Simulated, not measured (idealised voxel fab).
process module | voxel capacitor over wiring
cross-section cut | 205 nm wide | cells 5 nm
A cross-section is a grid of square cells, given in bands from the top down. A band is one or more rows of cells.
Each band's line starts with the height of the band's top and of its bottom, in nm. Then come its materials from left to right, each with its width in nm. One material with "throughout" fills the band from edge to edge. "air" is empty space.
Height 0 is the level under which the wafer as received is all one material. The lowest band goes on downwards, as in "0 down".
A width such as "30 to 40" changes by the same amount from each row of cells to the next, from the band's top row to its bottom row.
"no change" after a step means that no cell of the cross-section changed.
closed voids: empty space of 8 cells or more with no open way to the top, each as width x height at its distance from the left edge, in nm
after a step's settings: what the simulator itself notes on the step
overlay nm, on a step with a mask: how far to the right of its planned place the mask lay; to the left if negative
Each pair below shows a cross-section before one step and the cross-section after it, down to the lowest band that changed. The line under each pair gives the step between them, with its settings. The pairs can come from different runs of this module on the same starting wafer, so a pair continues from the pair above only where its "before" says so.
before
  85 to 80: air 55 | TiN 65 | air 85
  80 to 75: air 55 | HfO2 65 | air 85
  75 to 65: Ru throughout
  65 to 55: TiN 55 | Ru 15 | TiN 135
  55 to 45: lowk 55 | TiN 15 | lowk 135
  45 to 40: lowk 55 | Ru 15 | lowk 135
  40 to 35: SiCN 55 | Ru 15 | SiCN 135
  35 to 15: lowk 40 | Ru 30 | lowk 60 | Ru 30 | lowk 45
  15 to 10: lowk 40 | TiN 30 | lowk 60 | TiN 30 | lowk 45
  10 to 0: SiO2 throughout
  0 down: Si throughout
  closed voids: none
after
  105 to 85: air 50 | resist 75 | air 80
  85 to 80: air 50 | resist 5 | TiN 65 | resist 5 | air 80
  80 to 75: air 50 | resist 5 | HfO2 65 | resist 5 | air 80
  below 75: unchanged
  closed voids: none
the step between: op PATTERN | tone cover | mask id LOWER_PLATE | material resist | width nm 75 | thk nm 20 | overlay nm 0
before: the cross-section after the pair above
after
  85 to 80: air 55 | TiN 65 | air 85
  80 to 75: air 55 | HfO2 65 | air 85
  below 75: unchanged
  closed voids: none
the step between: op STRIP | etch materials resist
before: the cross-section after the pair above
after
  100 to 85: SiO2 throughout
  85 to 80: SiO2 55 | TiN 65 | SiO2 85
  80 to 75: SiO2 55 | HfO2 65 | SiO2 85
  below 75: unchanged
  closed voids: none
the step between: op FILL_DEP | material SiO2 | thk nm 15
before: the cross-section after the pair above
after
  85 to 80: SiO2 55 | TiN 65 | SiO2 85
  below 80: unchanged
  closed voids: none
the step between: op CMP | height nm 85
before: the cross-section after the pair above
after
  100 to 85: resist 65 | air 15 | resist 125
  below 85: unchanged
  closed voids: none
the step between: op PATTERN | tone open | mask id PLUG_2 | material resist | width nm 15 | thk nm 15 | overlay nm 0
before: the cross-section after the pair above
after
  85 to 80: SiO2 55 | TiN 65 | SiO2 85
  below 80: unchanged
  closed voids: none
the step between: op STRIP | etch materials resist
before: the cross-section after the pair above
after
  90 to 85: TiN throughout
  below 85: unchanged
  closed voids: none
the step between: op CONFORMAL_DEP | material TiN | thk nm 5
before: the cross-section after the pair above
after
  100 to 90: Cu throughout
  below 90: unchanged
  closed voids: none
the step between: op FILL_DEP | material Cu | thk nm 10
before: the cross-section after the pair above
after
  85 to 80: SiO2 55 | TiN 65 | SiO2 85
  below 80: unchanged
  closed voids: none
the step between: op CMP | height nm 85
before: the cross-section after the pair above
after
  90 to 85: SiCN throughout
  below 85: unchanged
  closed voids: none
the step between: op CONFORMAL_DEP | material SiCN | thk nm 5
before
  55 to 40: lowk 55 | Ru 15 | lowk 135
  40 to 35: SiCN 55 | Ru 15 | SiCN 135
  35 to 15: lowk 40 | Ru 30 | lowk 60 | Ru 30 | lowk 45
  15 to 10: lowk 40 | TiN 30 | lowk 60 | TiN 30 | lowk 45
  10 to 0: SiO2 throughout
  0 down: Si throughout
  closed voids: none
after
  60 to 55: TiN throughout
  below 55: unchanged
  closed voids: none
the step between: op DIRECTIONAL_DEP | material TiN | thk nm 5
before: the cross-section after the pair above
after
  65 to 60: HfO2 throughout
  below 60: unchanged
  closed voids: none
the step between: op DIRECTIONAL_DEP | material HfO2 | thk nm 5
before: the cross-section after the pair above
after
  70 to 65: TiN throughout
  below 65: unchanged
  closed voids: none
the step between: op DIRECTIONAL_DEP | material TiN | thk nm 5
before: the cross-section after the pair above
after
  80 to 70: aC throughout
  below 70: unchanged
  closed voids: none
the step between: op DIRECTIONAL_DEP | material aC | thk nm 10
before: the cross-section after the pair above
after
  110 to 80: air 55 | resist 65 | air 85
  below 80: unchanged
  closed voids: none
the step between: op PATTERN | tone cover | mask id UPPER_PLATE | material resist | width nm 65 | thk nm 30 | overlay nm 0
before: the cross-section after the pair above
after
  100 to 80: air 55 | resist 65 | air 85
  80 to 70: air 55 | aC 65 | air 85
  below 70: unchanged
  closed voids: none
the step between: op DIRECTIONAL_ETCH | etch materials aC | depth nm 10
before: the cross-section after the pair above
after
  80 to 70: air 55 | aC 65 | air 85
  below 70: unchanged
  closed voids: none
the step between: op STRIP | etch materials resist
before: the cross-section after the pair above
after
  80 to 70: air 55 | aC 65 | air 85
  70 to 65: air 55 | TiN 65 | air 85
  below 65: unchanged
  closed voids: none
the step between: op DIRECTIONAL_ETCH | etch materials TiN | depth nm 5
before: the cross-section after the pair above
after
  80 to 70: air 55 | aC 65 | air 85
  70 to 65: air 55 | TiN 65 | air 85
  65 to 60: air 55 | HfO2 65 | air 85
  below 60: unchanged
  closed voids: none
the step between: op DIRECTIONAL_ETCH | etch materials HfO2 | depth nm 5
before: the cross-section after the pair above
after
  70 to 65: air 55 | TiN 65 | air 85
  below 65: unchanged
  closed voids: none
the step between: op STRIP | etch materials aC
before: the cross-section after the pair above
after
  90 to 70: air 50 | resist 75 | air 80
  70 to 65: air 50 | resist 5 | TiN 65 | resist 5 | air 80
  65 to 60: air 50 | resist 5 | HfO2 65 | resist 5 | air 80
  below 60: unchanged
  closed voids: none
the step between: op PATTERN | tone cover | mask id LOWER_PLATE | material resist | width nm 75 | thk nm 20 | overlay nm 0
before: the cross-section after the pair above
after
  90 to 70: air 50 | resist 75 | air 80
  70 to 65: air 50 | resist 5 | TiN 65 | resist 5 | air 80
  65 to 60: air 50 | resist 5 | HfO2 65 | resist 5 | air 80
  60 to 55: air 50 | TiN 75 | air 80
  below 55: unchanged
  closed voids: none
the step between: op DIRECTIONAL_ETCH | etch materials TiN | depth nm 10
before: the cross-section after the pair above
after
  70 to 65: air 55 | TiN 65 | air 85
  65 to 60: air 55 | HfO2 65 | air 85
  below 60: unchanged
  closed voids: none
the step between: op STRIP | etch materials resist
before: the cross-section after the pair above
after
  85 to 70: SiO2 throughout
  70 to 65: SiO2 55 | TiN 65 | SiO2 85
  65 to 60: SiO2 55 | HfO2 65 | SiO2 85
  60 to 55: SiO2 50 | TiN 75 | SiO2 80
  below 55: unchanged
  closed voids: none
the step between: op FILL_DEP | material SiO2 | thk nm 15
before: the cross-section after the pair above
after
  100 to 85: resist 65 | air 15 | resist 125
  below 85: unchanged
  closed voids: none
the step between: op PATTERN | tone open | mask id PLUG_2 | material resist | width nm 15 | thk nm 15 | overlay nm 0
before: the cross-section after the pair above
after
  100 to 85: resist 65 | air 15 | resist 125
  85 to 75: SiO2 65 | air 15 | SiO2 125
  below 75: unchanged
  closed voids: none
the step between: op DIRECTIONAL_ETCH | etch materials SiO2 | depth nm 10
before: the cross-section after the pair above
after
  85 to 75: SiO2 65 | air 15 | SiO2 125
  below 75: unchanged
  closed voids: none
the step between: op STRIP | etch materials resist
before: the cross-section after the pair above
after
  90 to 85: TiN 70 | air 5 | TiN 130
  85 to 80: SiO2 65 | TiN 5 | air 5 | TiN 5 | SiO2 125
  80 to 75: SiO2 65 | TiN 15 | SiO2 125
  below 75: unchanged
  closed voids: none
the step between: op CONFORMAL_DEP | material TiN | thk nm 5
before: the cross-section after the pair above
after
  100 to 90: Cu throughout
  90 to 85: TiN 70 | Cu 5 | TiN 130
  85 to 80: SiO2 65 | TiN 5 | Cu 5 | TiN 5 | SiO2 125
  below 80: unchanged
  closed voids: none
the step between: op FILL_DEP | material Cu | thk nm 10
before: the cross-section after the pair above
after
  85 to 80: SiO2 65 | TiN 5 | Cu 5 | TiN 5 | SiO2 125
  below 80: unchanged
  closed voids: none
the step between: op CMP | height nm 85
before: the cross-section after the pair above
after
  90 to 85: SiCN throughout
  below 85: unchanged
  closed voids: none
the step between: op CONFORMAL_DEP | material SiCN | thk nm 5
before
  85 to 75: aC throughout
  75 to 70: TiN throughout
  70 to 65: HfO2 throughout
  65 to 55: TiN throughout
  55 to 40: lowk 55 | Ru 15 | lowk 135
  40 to 35: SiCN 55 | Ru 15 | SiCN 135
  35 to 15: lowk 40 | Ru 30 | lowk 60 | Ru 30 | lowk 45
  15 to 10: lowk 40 | TiN 30 | lowk 60 | TiN 30 | lowk 45
  10 to 0: SiO2 throughout
  0 down: Si throughout
  closed voids: none
after
  115 to 85: air 55 | resist 70 | air 80
  below 85: unchanged
  closed voids: none
the step between: op PATTERN | tone cover | mask id UPPER_PLATE | material resist | width nm 70 | thk nm 30 | overlay nm 0
before: the cross-section after the pair above
after
  105 to 85: air 55 | resist 70 | air 80
  85 to 75: air 55 | aC 70 | air 80
  below 75: unchanged
  closed voids: none
the step between: op DIRECTIONAL_ETCH | etch materials aC | depth nm 10
before: the cross-section after the pair above
after
  85 to 75: air 55 | aC 70 | air 80
  below 75: unchanged
  closed voids: none
the step between: op STRIP | etch materials resist
before: the cross-section after the pair above
after
  85 to 75: air 55 | aC 70 | air 80
  75 to 70: air 55 | TiN 70 | air 80
  below 70: unchanged
  closed voids: none
the step between: op DIRECTIONAL_ETCH | etch materials TiN | depth nm 5
before: the cross-section after the pair above
after
  85 to 75: air 55 | aC 70 | air 80
  75 to 70: air 55 | TiN 70 | air 80
  70 to 65: air 55 | HfO2 70 | air 80
  below 65: unchanged
  closed voids: none
the step between: op DIRECTIONAL_ETCH | etch materials HfO2 | depth nm 5
before: the cross-section after the pair above
after
  75 to 70: air 55 | TiN 70 | air 80
  below 70: unchanged
  closed voids: none
the step between: op STRIP | etch materials aC
before: the cross-section after the pair above
after
  95 to 75: air 50 | resist 75 | air 80
  75 to 70: air 50 | resist 5 | TiN 70 | air 80
  70 to 65: air 50 | resist 5 | HfO2 70 | air 80
  below 65: unchanged
  closed voids: none
the step between: op PATTERN | tone cover | mask id LOWER_PLATE | material resist | width nm 75 | thk nm 20 | overlay nm 0
before: the cross-section after the pair above
after
  95 to 75: air 50 | resist 75 | air 80
  75 to 70: air 50 | resist 5 | TiN 70 | air 80
  70 to 65: air 50 | resist 5 | HfO2 70 | air 80
  65 to 55: air 50 | TiN 75 | air 80
  below 55: unchanged
  closed voids: none
the step between: op DIRECTIONAL_ETCH | etch materials TiN | depth nm 10
before: the cross-section after the pair above
after
  75 to 70: air 55 | TiN 70 | air 80
  70 to 65: air 55 | HfO2 70 | air 80
  below 65: unchanged
  closed voids: none
the step between: op STRIP | etch materials resist
before: the cross-section after the pair above
after
  90 to 75: SiO2 throughout
  75 to 70: SiO2 55 | TiN 70 | SiO2 80
  70 to 65: SiO2 55 | HfO2 70 | SiO2 80
  65 to 55: SiO2 50 | TiN 75 | SiO2 80
  below 55: unchanged
  closed voids: none
the step between: op FILL_DEP | material SiO2 | thk nm 15
before: the cross-section after the pair above
after
  85 to 75: SiO2 throughout
  below 75: unchanged
  closed voids: none
the step between: op CMP | height nm 85
before: the cross-section after the pair above
after
  100 to 85: resist 65 | air 15 | resist 125
  below 85: unchanged
  closed voids: none
the step between: op PATTERN | tone open | mask id PLUG_2 | material resist | width nm 15 | thk nm 15 | overlay nm 0
before: the cross-section after the pair above
after
  100 to 85: resist 65 | air 15 | resist 125
  85 to 75: SiO2 65 | air 15 | SiO2 125
  below 75: unchanged
  closed voids: none
the step between: op DIRECTIONAL_ETCH | etch materials SiO2 | depth nm 10
before: the cross-section after the pair above
after
  85 to 75: SiO2 65 | air 15 | SiO2 125
  below 75: unchanged
  closed voids: none
the step between: op STRIP | etch materials resist
before: the cross-section after the pair above
after
  90 to 85: TiN 70 | air 5 | TiN 130
  85 to 80: SiO2 65 | TiN 5 | air 5 | TiN 5 | SiO2 125
  80 to 70: SiO2 65 to 55 | TiN 15 to 70 | SiO2 125 to 80
  below 70: unchanged
  closed voids: none
the step between: op CONFORMAL_DEP | material TiN | thk nm 5
before: the cross-section after the pair above
after
  100 to 90: Cu throughout
  90 to 85: TiN 70 | Cu 5 | TiN 130
  85 to 80: SiO2 65 | TiN 5 | Cu 5 | TiN 5 | SiO2 125
  below 80: unchanged
  closed voids: none
the step between: op FILL_DEP | material Cu | thk nm 10
before: the cross-section after the pair above
after
  85 to 80: SiO2 65 | TiN 5 | Cu 5 | TiN 5 | SiO2 125
  below 80: unchanged
  closed voids: none
the step between: op CMP | height nm 85
before: the cross-section after the pair above
after
  90 to 85: SiCN throughout
  below 85: unchanged
  closed voids: none
the step between: op CONFORMAL_DEP | material SiCN | thk nm 5
before
  65 to 55: aC throughout
  55 to 40: lowk throughout
  40 to 35: SiCN throughout
  35 to 15: lowk 40 | Ru 30 | lowk 60 | Ru 30 | lowk 45
  15 to 10: lowk 40 | TiN 30 | lowk 60 | TiN 30 | lowk 45
  10 to 0: SiO2 throughout
  0 down: Si throughout
  closed voids: none
after
  95 to 65: resist 50 | air 15 | resist 140
  below 65: unchanged
  closed voids: none
the step between: op PATTERN | tone open | mask id PLUG_1 | material resist | width nm 15 | thk nm 30 | overlay nm -5
before: the cross-section after the pair above
after
  85 to 65: resist 50 | air 15 | resist 140
  65 to 55: aC 50 | air 15 | aC 140
  below 55: unchanged
  closed voids: none
the step between: op DIRECTIONAL_ETCH | etch materials aC | depth nm 10
before: the cross-section after the pair above
after
  65 to 55: aC 50 | air 15 | aC 140
  below 55: unchanged
  closed voids: none
the step between: op STRIP | etch materials resist
before: the cross-section after the pair above
after
  65 to 55: aC 50 | air 15 | aC 140
  55 to 40: lowk 50 | air 15 | lowk 140
  below 40: unchanged
  closed voids: none
the step between: op DIRECTIONAL_ETCH | etch materials lowk | depth nm 15
before: the cross-section after the pair above
after
  65 to 55: aC 50 | air 15 | aC 140
  55 to 40: lowk 50 | air 15 | lowk 140
  40 to 35: SiCN 50 | air 15 | SiCN 140
  below 35: unchanged
  closed voids: none
the step between: op DIRECTIONAL_ETCH | etch materials SiCN | depth nm 5
before: the cross-section after the pair above
after
  55 to 40: lowk 50 | air 15 | lowk 140
  below 40: unchanged
  closed voids: none
the step between: op STRIP | etch materials aC
before: the cross-section after the pair above
after
  55 to 45: lowk 50 | air 15 | lowk 140
  45 to 40: lowk 50 | Ru 15 | lowk 140
  40 to 35: SiCN 50 | Ru 15 | SiCN 140
  below 35: unchanged
  closed voids: none
the step between: op EPI | material Ru | thk nm 10
before: the cross-section after the pair above
after
  55 to 40: lowk 50 | Ru 15 | lowk 140
  below 40: unchanged
  closed voids: none
the step between: op EPI | material Ru | thk nm 10
before: the cross-section after the pair above
after
  65 to 55: TiN throughout
  below 55: unchanged
  closed voids: none
the step between: op DIRECTIONAL_DEP | material TiN | thk nm 10
before: the cross-section after the pair above
after
  70 to 65: HfO2 throughout
  below 65: unchanged
  closed voids: none
the step between: op DIRECTIONAL_DEP | material HfO2 | thk nm 5
before: the cross-section after the pair above
after
  75 to 70: TiN throughout
  below 70: unchanged
  closed voids: none
the step between: op DIRECTIONAL_DEP | material TiN | thk nm 5
before: the cross-section after the pair above
after
  85 to 75: aC throughout
  below 75: unchanged
  closed voids: none
the step between: op DIRECTIONAL_DEP | material aC | thk nm 10
before: the cross-section after the pair above
after
  115 to 85: air 55 | resist 65 | air 85
  below 85: unchanged
  closed voids: none
the step between: op PATTERN | tone cover | mask id UPPER_PLATE | material resist | width nm 65 | thk nm 30 | overlay nm 0
before: the cross-section after the pair above
after
  105 to 85: air 55 | resist 65 | air 85
  85 to 75: air 55 | aC 65 | air 85
  below 75: unchanged
  closed voids: none
the step between: op DIRECTIONAL_ETCH | etch materials aC | depth nm 10
before: the cross-section after the pair above
after
  85 to 75: air 55 | aC 65 | air 85
  below 75: unchanged
  closed voids: none
the step between: op STRIP | etch materials resist
before: the cross-section after the pair above
after
  85 to 75: air 55 | aC 65 | air 85
  75 to 70: air 55 | TiN 65 | air 85
  below 70: unchanged
  closed voids: none
the step between: op DIRECTIONAL_ETCH | etch materials TiN | depth nm 5
before: the cross-section after the pair above
after
  85 to 75: air 55 | aC 65 | air 85
  75 to 70: air 55 | TiN 65 | air 85
  70 to 65: air 55 | HfO2 65 | air 85
  below 65: unchanged
  closed voids: none
the step between: op DIRECTIONAL_ETCH | etch materials HfO2 | depth nm 5
before: the cross-section after the pair above
after
  75 to 70: air 55 | TiN 65 | air 85
  below 70: unchanged
  closed voids: none
the step between: op STRIP | etch materials aC
before: the cross-section after the pair above
after
  95 to 75: air 50 | resist 75 | air 80
  75 to 70: air 50 | resist 5 | TiN 65 | resist 5 | air 80
  70 to 65: air 50 | resist 5 | HfO2 65 | resist 5 | air 80
  below 65: unchanged
  closed voids: none
the step between: op PATTERN | tone cover | mask id LOWER_PLATE | material resist | width nm 75 | thk nm 20 | overlay nm 0
before: the cross-section after the pair above
after
  95 to 75: air 50 | resist 75 | air 80
  75 to 70: air 50 | resist 5 | TiN 65 | resist 5 | air 80
  70 to 65: air 50 | resist 5 | HfO2 65 | resist 5 | air 80
  65 to 55: air 50 | TiN 75 | air 80
  below 55: unchanged
  closed voids: none
the step between: op DIRECTIONAL_ETCH | etch materials TiN | depth nm 10
before: the cross-section after the pair above
after
  75 to 70: air 55 | TiN 65 | air 85
  70 to 65: air 55 | HfO2 65 | air 85
  below 65: unchanged
  closed voids: none
the step between: op STRIP | etch materials resist
before: the cross-section after the pair above
after
  90 to 75: SiO2 throughout
  75 to 70: SiO2 55 | TiN 65 | SiO2 85
  70 to 65: SiO2 55 | HfO2 65 | SiO2 85
  65 to 55: SiO2 50 | TiN 75 | SiO2 80
  below 55: unchanged
  closed voids: none
the step between: op FILL_DEP | material SiO2 | thk nm 15
before: the cross-section after the pair above
after
  85 to 75: SiO2 throughout
  below 75: unchanged
  closed voids: none
the step between: op CMP | height nm 85
before: the cross-section after the pair above
after
  100 to 85: resist 65 | air 15 | resist 125
  below 85: unchanged
  closed voids: none
the step between: op PATTERN | tone open | mask id PLUG_2 | material resist | width nm 15 | thk nm 15 | overlay nm 0
before: the cross-section after the pair above
after
  100 to 85: resist 65 | air 15 | resist 125
  85 to 75: SiO2 65 | air 15 | SiO2 125
  below 75: unchanged
  closed voids: none
the step between: op DIRECTIONAL_ETCH | etch materials SiO2 | depth nm 10
before: the cross-section after the pair above
after
  85 to 75: SiO2 65 | air 15 | SiO2 125
  below 75: unchanged
  closed voids: none
the step between: op STRIP | etch materials resist
before: the cross-section after the pair above
after
  90 to 85: TiN 70 | air 5 | TiN 130
  85 to 80: SiO2 65 | TiN 5 | air 5 | TiN 5 | SiO2 125
  80 to 70: SiO2 65 to 55 | TiN 15 to 65 | SiO2 125 to 85
  below 70: unchanged
  closed voids: none
the step between: op CONFORMAL_DEP | material TiN | thk nm 5
before: the cross-section after the pair above
after
  100 to 90: Cu throughout
  90 to 85: TiN 70 | Cu 5 | TiN 130
  85 to 80: SiO2 65 | TiN 5 | Cu 5 | TiN 5 | SiO2 125
  below 80: unchanged
  closed voids: none
the step between: op FILL_DEP | material Cu | thk nm 10
before: the cross-section after the pair above
after
  85 to 80: SiO2 65 | TiN 5 | Cu 5 | TiN 5 | SiO2 125
  below 80: unchanged
  closed voids: none
the step between: op CMP | height nm 85
before: the cross-section after the pair above
after
  90 to 85: SiCN throughout
  below 85: unchanged
  closed voids: none
the step between: op CONFORMAL_DEP | material SiCN | thk nm 5
before
  55 to 40: lowk throughout
  40 to 35: SiCN throughout
  35 to 15: lowk 40 | Ru 30 | lowk 60 | Ru 30 | lowk 45
  15 to 10: lowk 40 | TiN 30 | lowk 60 | TiN 30 | lowk 45
  10 to 0: SiO2 throughout
  0 down: Si throughout
  closed voids: none
after
  65 to 55: SiO2 throughout
  below 55: unchanged
  closed voids: none
the step between: op DIRECTIONAL_DEP | material SiO2 | thk nm 10
before: the cross-section after the pair above
after
  95 to 65: resist 55 | air 15 | resist 135
  below 65: unchanged
  closed voids: none
the step between: op PATTERN | tone open | mask id PLUG_1 | material resist | width nm 15 | thk nm 30 | overlay nm 0
before: the cross-section after the pair above
after
  85 to 65: resist 55 | air 15 | resist 135
  below 65: unchanged
  closed voids: none
the step between: op DIRECTIONAL_ETCH | etch materials aC | depth nm 10
before: the cross-section after the pair above
after
  65 to 55: SiO2 throughout
  below 55: unchanged
  closed voids: none
the step between: op STRIP | etch materials resist
before: the cross-section after the pair above
after
  75 to 65: TiN throughout
  below 65: unchanged
  closed voids: none
the step between: op DIRECTIONAL_DEP | material TiN | thk nm 10
before: the cross-section after the pair above
after
  80 to 75: HfO2 throughout
  below 75: unchanged
  closed voids: none
the step between: op DIRECTIONAL_DEP | material HfO2 | thk nm 5
before: the cross-section after the pair above
after
  85 to 80: TiN throughout
  below 80: unchanged
  closed voids: none
the step between: op DIRECTIONAL_DEP | material TiN | thk nm 5
before: the cross-section after the pair above
after
  95 to 85: aC throughout
  below 85: unchanged
  closed voids: none
the step between: op DIRECTIONAL_DEP | material aC | thk nm 10
before: the cross-section after the pair above
after
  125 to 95: air 55 | resist 65 | air 85
  below 95: unchanged
  closed voids: none
the step between: op PATTERN | tone cover | mask id UPPER_PLATE | material resist | width nm 65 | thk nm 30 | overlay nm 0
before: the cross-section after the pair above
after
  115 to 95: air 55 | resist 65 | air 85
  95 to 85: air 55 | aC 65 | air 85
  below 85: unchanged
  closed voids: none
the step between: op DIRECTIONAL_ETCH | etch materials aC | depth nm 10
before: the cross-section after the pair above
after
  95 to 85: air 55 | aC 65 | air 85
  below 85: unchanged
  closed voids: none
the step between: op STRIP | etch materials resist
before: the cross-section after the pair above
after
  95 to 85: air 55 | aC 65 | air 85
  85 to 80: air 55 | TiN 65 | air 85
  below 80: unchanged
  closed voids: none
the step between: op DIRECTIONAL_ETCH | etch materials TiN | depth nm 5
before: the cross-section after the pair above
after
  95 to 85: air 55 | aC 65 | air 85
  85 to 80: air 55 | TiN 65 | air 85
  80 to 75: air 55 | HfO2 65 | air 85
  below 75: unchanged
  closed voids: none
the step between: op DIRECTIONAL_ETCH | etch materials HfO2 | depth nm 5
before: the cross-section after the pair above
after
  85 to 80: air 55 | TiN 65 | air 85
  below 80: unchanged
  closed voids: none
the step between: op STRIP | etch materials aC
before: the cross-section after the pair above
after
  105 to 85: air 50 | resist 75 | air 80
  85 to 80: air 50 | resist 5 | TiN 65 | resist 5 | air 80
  80 to 75: air 50 | resist 5 | HfO2 65 | resist 5 | air 80
  below 75: unchanged
  closed voids: none
the step between: op PATTERN | tone cover | mask id LOWER_PLATE | material resist | width nm 75 | thk nm 20 | overlay nm 0
before: the cross-section after the pair above
after
  105 to 85: air 50 | resist 75 | air 80
  85 to 80: air 50 | resist 5 | TiN 65 | resist 5 | air 80
  80 to 75: air 50 | resist 5 | HfO2 65 | resist 5 | air 80
  75 to 65: air 50 | TiN 75 | air 80
  below 65: unchanged
  closed voids: none
the step between: op DIRECTIONAL_ETCH | etch materials TiN | depth nm 10
before: the cross-section after the pair above
after
  85 to 80: air 55 | TiN 65 | air 85
  80 to 75: air 55 | HfO2 65 | air 85
  below 75: unchanged
  closed voids: none
the step between: op STRIP | etch materials resist
before: the cross-section after the pair above
after
  100 to 85: SiO2 throughout
  85 to 80: SiO2 55 | TiN 65 | SiO2 85
  80 to 75: SiO2 55 | HfO2 65 | SiO2 85
  75 to 65: SiO2 50 | TiN 75 | SiO2 80
  below 65: unchanged
  closed voids: none
the step between: op FILL_DEP | material SiO2 | thk nm 15
before: the cross-section after the pair above
after
  85 to 80: SiO2 55 | TiN 65 | SiO2 85
  below 80: unchanged
  closed voids: none
the step between: op CMP | height nm 85
before: the cross-section after the pair above
after
  100 to 85: resist 65 | air 15 | resist 125
  below 85: unchanged
  closed voids: none
the step between: op PATTERN | tone open | mask id PLUG_2 | material resist | width nm 15 | thk nm 15 | overlay nm 0
before: the cross-section after the pair above
after
  85 to 80: SiO2 55 | TiN 65 | SiO2 85
  below 80: unchanged
  closed voids: none
the step between: op STRIP | etch materials resist
before: the cross-section after the pair above
after
  90 to 85: TiN throughout
  below 85: unchanged
  closed voids: none
the step between: op CONFORMAL_DEP | material TiN | thk nm 5
before: the cross-section after the pair above
after
  100 to 90: Cu throughout
  below 90: unchanged
  closed voids: none
the step between: op FILL_DEP | material Cu | thk nm 10
before: the cross-section after the pair above
after
  85 to 80: SiO2 55 | TiN 65 | SiO2 85
  below 80: unchanged
  closed voids: none
the step between: op CMP | height nm 85
before: the cross-section after the pair above
after
  90 to 85: SiCN throughout
  below 85: unchanged
  closed voids: none
the step between: op CONFORMAL_DEP | material SiCN | thk nm 5
before
  85 to 75: SiO2 throughout
  75 to 70: SiO2 55 | TiN 65 | SiO2 85
  70 to 65: SiO2 55 | HfO2 65 | SiO2 85
  65 to 55: SiO2 50 | TiN 75 | SiO2 80
  55 to 40: lowk 55 | Ru 15 | lowk 135
  40 to 35: SiCN 55 | Ru 15 | SiCN 135
  35 to 15: lowk 40 | Ru 30 | lowk 60 | Ru 30 | lowk 45
  15 to 10: lowk 40 | TiN 30 | lowk 60 | TiN 30 | lowk 45
  10 to 0: SiO2 throughout
  0 down: Si throughout
  closed voids: none
after
  100 to 85: air 65 | resist 15 | air 125
  below 85: unchanged
  closed voids: none
the step between: op PATTERN | tone cover | mask id PLUG_2 | material resist | width nm 15 | thk nm 15 | overlay nm 0
before: the cross-section after the pair above
after
  100 to 85: air 65 | resist 15 | air 125
  85 to 75: air 65 | SiO2 15 | air 125
  below 75: unchanged
  closed voids: none
the step between: op DIRECTIONAL_ETCH | etch materials SiO2 | depth nm 10
before: the cross-section after the pair above
after
  85 to 75: air 65 | SiO2 15 | air 125
  below 75: unchanged
  closed voids: none
the step between: op STRIP | etch materials resist
before: the cross-section after the pair above
after
  90 to 85: air 60 | TiN 25 | air 120
  85 to 80: air 60 | TiN 5 | SiO2 15 | TiN 5 | air 120
  80 to 75: TiN 65 | SiO2 15 | TiN 125
  below 75: unchanged
  closed voids: none
the step between: op CONFORMAL_DEP | material TiN | thk nm 5
before: the cross-section after the pair above
after
  100 to 90: Cu throughout
  90 to 85: Cu 60 | TiN 25 | Cu 120
  85 to 80: Cu 60 | TiN 5 | SiO2 15 | TiN 5 | Cu 120
  below 80: unchanged
  closed voids: none
the step between: op FILL_DEP | material Cu | thk nm 10
before: the cross-section after the pair above
after
  85 to 80: Cu 60 | TiN 5 | SiO2 15 | TiN 5 | Cu 120
  below 80: unchanged
  closed voids: none
the step between: op CMP | height nm 85
before: the cross-section after the pair above
after
  90 to 85: SiCN throughout
  below 85: unchanged
  closed voids: none
the step between: op CONFORMAL_DEP | material SiCN | thk nm 5
